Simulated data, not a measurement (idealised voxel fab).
The document below concerns the process module designated voxel capacitor over wiring.
Cross-sectional view cut (width: 245 nm; square cell size: 5 nm).
In this document a cross-section is written as a grid of square cells. It is given as a series of bands, listed from the top down, and a band is one or more rows of cells.
Read a band's entry like this: the first values are the height of its top and the height of its bottom in nm, and what follows is the sequence of materials from left to right, each with its width in nm. Note that "empty" is empty space, and that a single material marked "edge to edge" reaches across the band from edge to edge.
Note: height 0 marks the level under which the wafer is uniformly one material as received. Lowest band unbounded below, written "0 nm and below".
Think of "30->40" as a width that walks from the first number to the second as you go down the band, top row to bottom row, taking equal-sized steps from row to row.
For the purposes of this document, the phrase "no alterations made" attached to a step denotes that no cell within the cross-section was modified by that step.
Entry "Voids, fully enclosed" = empty spaces >= 8 cells with no open way to the top; each as width x height at distance, distance from left edge, all nm.
Anything after a step's settings on that line? It's the simulator's own note about the step.
Regarding "overlay nm": on a step with a mask, it is the distance the mask lay to the right of its planned place; a negative value places it to the left.
[Process steps foreseen in the plan]
1) RECEIVE with material Si
2) CONFORMAL_DEP with material SiO2, thk nm 15
3) CONFORMAL_DEP with material SiN, thk nm 5
4) DIRECTIONAL_DEP with material SiO2, thk nm 15
5) MASKED_ETCH with tone open, mask id METAL_1, width nm 30, pitch nm 100, etch materials SiO2, depth nm 15, overlay nm -15
6) MASKED_ETCH with tone open, mask id METAL_1, width nm 30, pitch nm 100, etch materials SiN, depth nm 5, overlay nm 0
7) CONFORMAL_DEP with material TiN, thk nm 5
8) FILL_DEP with material W, thk nm 10
9) CMP with height nm 35
10) EPI with material Ru, thk nm 5
11) FILL_DEP with material SiCN, thk nm 5
12) DIRECTIONAL_DEP with material SiO2, thk nm 20
13) DIRECTIONAL_DEP with material aC, thk nm 15
14) PATTERN with tone open, mask id PLUG_1, material resist, width nm 15, thk nm 35, overlay nm 0
15) DIRECTIONAL_ETCH with etch materials aC, depth nm 15
16) STRIP with etch materials resist
17) DIRECTIONAL_ETCH with etch materials SiO2, depth nm 20
18) DIRECTIONAL_ETCH with etch materials SiCN, depth nm 5
19) STRIP with etch materials aC
20) CONFORMAL_DEP with material TiN, thk nm 5
21) FILL_DEP with material Ru, thk nm 5
22) CMP with height nm 65
23) DIRECTIONAL_DEP with material TiN, thk nm 5
24) DIRECTIONAL_DEP with material SiN, thk nm 5
25) DIRECTIONAL_DEP with material TiN, thk nm 5
26) DIRECTIONAL_DEP with material aC, thk nm 15
27) PATTERN with tone cover, mask id UPPER_PLATE, material resist, width nm 75, thk nm 30, overlay nm 0
28) DIRECTIONAL_ETCH with etch materials aC, depth nm 15
29) STRIP with etch materials resist
30) DIRECTIONAL_ETCH with etch materials TiN, depth nm 5
31) DIRECTIONAL_ETCH with etch materials SiN, depth nm 5
32) STRIP with etch materials aC
33) DIRECTIONAL_DEP with material aC, thk nm 15
34) PATTERN with tone cover, mask id LOWER_PLATE, material resist, width nm 85, thk nm 30, overlay nm 0
35) DIRECTIONAL_ETCH with etch materials aC, depth nm 15
36) STRIP with etch materials resist
37) DIRECTIONAL_ETCH with etch materials TiN, depth nm 5
38) STRIP with etch materials aC
39) FILL_DEP with material SiO2, thk nm 20
40) CMP with height nm 95
41) PATTERN with tone open, mask id PLUG_2, material resist, width nm 15, thk nm 20, overlay nm 0
42) DIRECTIONAL_ETCH with etch materials SiO2, depth nm 15
43) STRIP with etch materials resist
44) CONFORMAL_DEP with material TiN, thk nm 5
45) FILL_DEP with material Ru, thk nm 10
46) CMP with height nm 95
47) CONFORMAL_DEP with material SiN, thk nm 5
Split variable: overlay nm, step 5. Plan value = first wafer. Wafers start alike.
[Cross-sectional view of the first of several wafers in the as-received condition, corresponding to the state following step 1]
0 nm and below  Si edge to edge
Voids, fully enclosed: none
[Module finished, last step 47 done: cross-section of the first of several wafers]
100 nm to 95 nm  SiN edge to edge
95 nm to 85 nm  SiO2 (80), TiN (5), Ru (5), TiN (5), SiO2 (150)
85 nm to 75 nm  SiO2 (80->70), TiN (15->75), SiO2 (150->100)
75 nm to 70 nm  SiO2 (70), SiN (75), SiO2 (100)
70 nm to 65 nm  SiO2 (65), TiN (85), SiO2 (95)
65 nm to 45 nm  SiO2 (70), TiN (5), Ru (5), TiN (5), SiO2 (160)
45 nm to 40 nm  SiCN (70), TiN (15), SiCN (160)
40 nm to 35 nm  SiCN (35), Ru (40), SiCN (60), Ru (40), SiCN (70)
35 nm to 25 nm  SiO2 (40), TiN (5), W (20), TiN (5), SiO2 (70), TiN (5), W (20), TiN (5), SiO2 (75)
25 nm to 20 nm  SiO2 (40), TiN (20), W (5), TiN (5), SiO2 (70), TiN (20), W (5), TiN (5), SiO2 (75)
20 nm to 15 nm  SiN (55), TiN (15), SiN (85), TiN (15), SiN (75)
15 nm to 0 nm  SiO2 edge to edge
0 nm and below  Si edge to edge
Voids, fully enclosed: none
[End of module, last wafer sectioned]
100 nm to 95 nm  SiN edge to edge
95 nm to 85 nm  SiO2 (80), TiN (5), Ru (5), TiN (5), SiO2 (150)
85 nm to 75 nm  SiO2 (80->70), TiN (15->75), SiO2 (150->100)
75 nm to 70 nm  SiO2 (70), SiN (75), SiO2 (100)
70 nm to 65 nm  SiO2 (65), TiN (85), SiO2 (95)
65 nm to 45 nm  SiO2 (70), TiN (5), Ru (5), TiN (5), SiO2 (160)
45 nm to 40 nm  SiCN (70), TiN (15), SiCN (160)
40 nm to 35 nm  SiCN (65), Ru (40), SiCN (60), Ru (40), SiCN (40)
35 nm to 25 nm  SiO2 (70), TiN (5), W (20), TiN (5), SiO2 (70), TiN (5), W (20), TiN (5), SiO2 (45)
25 nm to 20 nm  SiO2 (70), TiN (5), W (5), TiN (20), SiO2 (70), TiN (5), W (5), TiN (20), SiO2 (45)
20 nm to 15 nm  SiN (70), TiN (15), SiN (85), TiN (15), SiN (60)
15 nm to 0 nm  SiO2 edge to edge
0 nm and below  Si edge to edge
Voids, fully enclosed: none
[Per-wafer rows below. For each material: cells gained (+) or lost (-) since the wafer was received, as of end of module. Then: closed voids]
overlay nm -15 | +22 Ru | +79 SiCN | +107 SiN | +680 SiO2 | +74 TiN | +18 W | Voids, fully enclosed: none
overlay nm -10 | +22 Ru | +79 SiCN | +105 SiN | +680 SiO2 | +74 TiN | +20 W | Voids, fully enclosed: none
overlay nm -5 | +22 Ru | +79 SiCN | +103 SiN | +680 SiO2 | +74 TiN | +22 W | Voids, fully enclosed: none
overlay nm 0 | +22 Ru | +79 SiCN | +101 SiN | +680 SiO2 | +74 TiN | +24 W | Voids, fully enclosed: none
overlay nm 5 | +22 Ru | +79 SiCN | +103 SiN | +680 SiO2 | +74 TiN | +22 W | Voids, fully enclosed: none
overlay nm 10 | +22 Ru | +79 SiCN | +105 SiN | +680 SiO2 | +74 TiN | +20 W | Voids, fully enclosed: none
overlay nm 15 | +22 Ru | +79 SiCN | +107 SiN | +680 SiO2 | +74 TiN | +18 W | Voids, fully enclosed: none
